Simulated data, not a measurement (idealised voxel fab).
The process module that follows is named voxel self aligned vias.
285 nm wide, 5 nm square cells: that's cross-section cut.
Cross-section format: a grid of square cells, given as bands from top to bottom; each band is one or more rows of cells.
Look at the band entry: it leads with the top's height and the bottom's height in nm. Then it lists the materials left to right, with a width in nm for each. The word "throughout" on a single material says that material fills the band edge to edge. The word "empty" is empty space.
Basically, 0 is our baseline, since under it the wafer straight out of the box is all one material. The bottom band has no lower end and keeps on going down, so it looks like "from 0 down".
Think of "30->40" as a width that walks from the first number to the second as you go down the band, top row to bottom row, taking equal-sized steps from row to row.
Take "remained unchanged" at face value: in the step it is given for, the cross-section changed in none of its cells.
The list in "Sealed void listing" covers empty spaces of 8 cells or more that cannot reach the top through any open way, and it gives each as width x height at distance; the distance is from the left edge, and width, height and distance are in nm.
Whatever follows a step's settings on its line is a remark the simulator itself makes about that step.
The optional step-line setting "overlay nm" applies to steps with a mask and quantifies how far to the right of its planned location the mask lay, a negative value indicating leftward placement.
Process steps foreseen in the plan
1 RECEIVE,material Si
2 CONFORMAL_DEP,material SiO2,thk nm 15
3 CONFORMAL_DEP,material SiCN,thk nm 5
4 DIRECTIONAL_DEP,material lowk,thk nm 30
5 DIRECTIONAL_DEP,material aC,thk nm 10
6 PATTERN,tone open,mask id LINES,material resist,width nm 20,pitch nm 60,thk nm 30,overlay nm -15
7 DIRECTIONAL_ETCH,etch materials aC,depth nm 10
8 STRIP,etch materials resist
9 DIRECTIONAL_ETCH,etch materials lowk,depth nm 30
10 STRIP,etch materials aC
11 CONFORMAL_DEP,material TiN,thk nm 5
12 FILL_DEP,material W,thk nm 10
13 CMP,height nm 50
14 SELECTIVE_ETCH,etch materials W Ru TiN,depth nm 10
15 FILL_DEP,material SiN,thk nm 10
16 CMP,height nm 50
17 DIRECTIONAL_DEP,material lowk,thk nm 15
18 PATTERN,tone open,mask id VIAS,material resist,width nm 40,thk nm 15,overlay nm 0
19 DIRECTIONAL_ETCH,etch materials lowk,depth nm 15
20 DIRECTIONAL_ETCH,etch materials SiN,depth nm 10
21 STRIP,etch materials resist
22 CONFORMAL_DEP,material TiN,thk nm 5
23 FILL_DEP,material W,thk nm 5
24 CMP,height nm 65
25 CONFORMAL_DEP,material SiN,thk nm 5
The plan shows the overlay nm of step 6 as the first wafer had it; this setting differs between the wafers, which start out alike.
As-received cross-section, first of several wafers, post step 1
* from 0 down | Si throughout
* Sealed void listing: none
Heads up, this table goes wafer by wafer. A row tells you, at the end of the module, how many cells of each material that wafer has put on (+) or dropped (-) since it was received, and then its closed voids
overlay nm -15, +57 SiCN, +67 SiN, +171 SiO2, +36 TiN, +26 W, +441 lowk, Sealed void listing: none
overlay nm -10, +57 SiCN, +65 SiN, +171 SiO2, +36 TiN, +28 W, +441 lowk, Sealed void listing: none
overlay nm -5, +57 SiCN, +65 SiN, +171 SiO2, +36 TiN, +28 W, +441 lowk, Sealed void listing: none
overlay nm 0, +57 SiCN, +65 SiN, +171 SiO2, +36 TiN, +28 W, +441 lowk, Sealed void listing: none
overlay nm 5, +57 SiCN, +65 SiN, +171 SiO2, +36 TiN, +28 W, +441 lowk, Sealed void listing: none
overlay nm 10, +57 SiCN, +65 SiN, +171 SiO2, +36 TiN, +28 W, +441 lowk, Sealed void listing: none
overlay nm 15, +57 SiCN, +67 SiN, +171 SiO2, +36 TiN, +26 W, +441 lowk, Sealed void listing: none
